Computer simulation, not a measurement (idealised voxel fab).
The name of this process module is voxel self aligned contacts.
Section cut is 235 nm wide and gridded with 5 nm square cells.
Notation: cross-section as square-cell grid; stated in bands, top first, going down; one or more cell rows per band. It is stipulated that each band's entry specify, in nanometres, the height of the top of the band and then that of its bottom, followed by the materials of the band in left-to-right sequence, each together with its width in nanometres. A single material marked by the word "edge to edge" is understood to fill the band from edge to edge; the word "empty" is understood to denote empty space. Heights are measured from 0, the level below which the as-received wafer is all one material; the lowest band has no bottom and continues downward, written as in "0 down". A width such as "30 to 40" changes by the same amount from each row of cells to the next, from the band's top row to its bottom row. When a step is marked "identical to before", none of the cells in the cross-section changed during that step. Reported under the label "Enclosed void inventory" are the empty spaces having no open way to the top and comprising 8 cells or more; the notation for each is width x height at distance, in which the distance is measured from the left edge and all three values are in nm. If you see something after the settings on a step's line, that's the simulator's own remark about that step. The setting "overlay nm" may be written on the line of a step. When the step uses a mask, the value reports how far to the right of the planned place the mask lay, and a negative value reports that it lay to the left.
This section lists the process steps that were planned:
- 1: RECEIVE (material Si)
- 2: OXIDIZE (depth nm 5)
- 3: DIRECTIONAL_DEP (material polySi; thk nm 20)
- 4: DIRECTIONAL_DEP (material SiN; thk nm 15)
- 5: DIRECTIONAL_DEP (material aC; thk nm 15)
- 6: PATTERN (tone cover; mask id GATE; material resist; width nm 35; pitch nm 60; thk nm 30; overlay nm 0)
- 7: DIRECTIONAL_ETCH (etch materials aC; depth nm 15)
- 8: STRIP (etch materials resist)
- 9: DIRECTIONAL_ETCH (etch materials SiN; depth nm 15)
- 10: DIRECTIONAL_ETCH (etch materials polySi; depth nm 20)
- 11: STRIP (etch materials aC)
- 12: CONFORMAL_DEP (material SiN; thk nm 5)
- 13: DIRECTIONAL_ETCH (etch materials SiN; depth nm 5)
- 14: FILL_DEP (material SiO2; thk nm 10)
- 15: CMP (height nm 40)
- 16: DIRECTIONAL_DEP (material aC; thk nm 10)
- 17: PATTERN (tone open; mask id CONTACT; material resist; width nm 25; thk nm 30; overlay nm 0)
- 18: DIRECTIONAL_ETCH (etch materials aC; depth nm 10)
- 19: STRIP (etch materials resist)
- 20: DIRECTIONAL_ETCH (etch materials SiO2; depth nm 45)
- 21: STRIP (etch materials aC)
- 22: CONFORMAL_DEP (material TiN; thk nm 5)
- 23: FILL_DEP (material Ru; thk nm 10)
- 24: CMP (height nm 40)
- 25: CONFORMAL_DEP (material SiN; thk nm 5)
The wafers in this document start out alike and differ in the width nm applied at step 17; the plan shows the value used for the first wafer.
Incoming state of the first of several wafers in cross-section: after step 1:
- 0 down: Si edge to edge
- Enclosed void inventory: none
At the end of the module, after its last step, step 25, the first of several wafers appears in cross-section as follows:
- 45 to 40: SiN edge to edge
- 40 to 35: SiO2: 105 | TiN: 10 | Ru: 5 | TiN: 10 | SiO2: 105
- 35 to 20: SiO2: 65 | SiN: 45 | TiN: 5 | Ru: 5 | TiN: 5 | SiN: 45 | SiO2: 65
- 20 to 0: SiO2: 65 | SiN: 5 | polySi: 35 | SiN: 5 | TiN: 5 | Ru: 5 | TiN: 5 | SiN: 5 | polySi: 35 | SiN: 5 | SiO2: 65
- 0 to -5: SiO2: 110 | TiN: 15 | SiO2: 110
- -5 down: Si edge to edge
- Enclosed void inventory: none
Last wafer at the end:
- 45 to 40: SiN edge to edge
- 40 to 35: SiO2: 95 | TiN: 20 | Ru: 5 | TiN: 25 | SiO2: 90
- 35 to 20: SiO2: 65 | SiN: 45 | TiN: 5 | Ru: 5 | TiN: 5 | SiN: 45 | SiO2: 65
- 20 to 0: SiO2: 65 | SiN: 5 | polySi: 35 | SiN: 5 | TiN: 5 | Ru: 5 | TiN: 5 | SiN: 5 | polySi: 35 | SiN: 5 | SiO2: 65
- 0 to -5: SiO2: 110 | TiN: 15 | SiO2: 110
- -5 down: Si edge to edge
- Enclosed void inventory: none
Per-wafer rows below. For each material: cells gained (+) or lost (-) since the wafer was received, as of end of module. Then: closed voids:
width nm 25 | +8 Ru | -47 Si | +117 SiN | +268 SiO2 | +21 TiN | +56 polySi | Enclosed void inventory: none
width nm 30 | +8 Ru | -47 Si | +117 SiN | +267 SiO2 | +22 TiN | +56 polySi | Enclosed void inventory: none
width nm 35 | +8 Ru | -47 Si | +117 SiN | +266 SiO2 | +23 TiN | +56 polySi | Enclosed void inventory: none
width nm 40 | +8 Ru | -47 Si | +117 SiN | +265 SiO2 | +24 TiN | +56 polySi | Enclosed void inventory: none
width nm 45 | +8 Ru | -47 Si | +117 SiN | +264 SiO2 | +25 TiN | +56 polySi | Enclosed void inventory: none
width nm 50 | +8 Ru | -47 Si | +117 SiN | +263 SiO2 | +26 TiN | +56 polySi | Enclosed void inventory: none
